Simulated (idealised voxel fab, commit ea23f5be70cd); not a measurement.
Title: Process Module voxel ribs on slabs
Section shown: cut. Width: 160 nm. Cell size: 5 nm, square.
Reading order for cross-sections: top band down to bottom band. Underlying form: a grid of square cells. Band size: one or more rows of cells. Quick guide to a band line: top height, bottom height (nm) up front; then every material left to right with its width in nm. Only one material and it's marked "full width"? Then it fills the band edge to edge. And "air" just means empty space. Note: height 0 marks the level under which the wafer is uniformly one material as received. Lowest band unbounded below, written "0 -> down". Top row gets the first number, bottom row gets the second, and each row in between changes by the same step: that is how a band width like "30->40" works. When a step is marked "no change occurred", none of the cells in the cross-section changed during that step. Any empty space of 8 cells or more lacking an open way to the top shows up in "Sealed cavities" as width x height at distance, distance from the left edge, in nm. That trailing text on a step's line, after the settings, is the simulator's own remark on the step. The optional step-line setting "overlay nm" applies to steps with a mask and quantifies how far to the right of its planned location the mask lay, a negative value indicating leftward placement.

Listed below are the process steps as planned:
1. RECEIVE | material Si
2. DIRECTIONAL_DEP | material SiO2 | thk nm 20
3. DIRECTIONAL_DEP | material polySi | thk nm 15
4. PATTERN | tone cover | mask id RIB | material resist | width nm 20 | thk nm 15 | overlay nm 0
5. DIRECTIONAL_ETCH | etch materials polySi | depth nm 5
6. STRIP | etch materials resist
7. PATTERN | tone cover | mask id SLAB | material resist | width nm 60 | thk nm 20 | overlay nm 0
8. DIRECTIONAL_ETCH | etch materials polySi | depth nm 10
9. STRIP | etch materials resist
10. FILL_DEP | material SiO2 | thk nm 25
11. CMP | height nm 50
12. DIRECTIONAL_DEP | material TiN | thk nm 5
13. PATTERN | tone cover | mask id HEATER | material resist | width nm 30 | thk nm 15 | overlay nm 0
14. DIRECTIONAL_ETCH | etch materials TiN | depth nm 5
15. STRIP | etch materials resist
16. CONFORMAL_DEP | material SiO2 | thk nm 10

So this is the incoming wafer in cross-section - it's already been through step 1:
0 -> down | Si full width
Sealed cavities: none

The cross-section shown corresponds to the wafer at the conclusion of the module. The initial structure and the process plan are those presented above; however, one mistake occurred in executing the plan:
65 -> 60 | 55 of air  50 of SiO2  55 of air
60 -> 55 | SiO2 full width
55 -> 50 | 65 of SiO2  30 of TiN  65 of SiO2
50 -> 15 | SiO2 full width
15 -> 0 | polySi full width
0 -> down | Si full width
Sealed cavities: none
What went wrong in running the wafer? steps 2 and 3 got flipped, so each one ran where the other should have
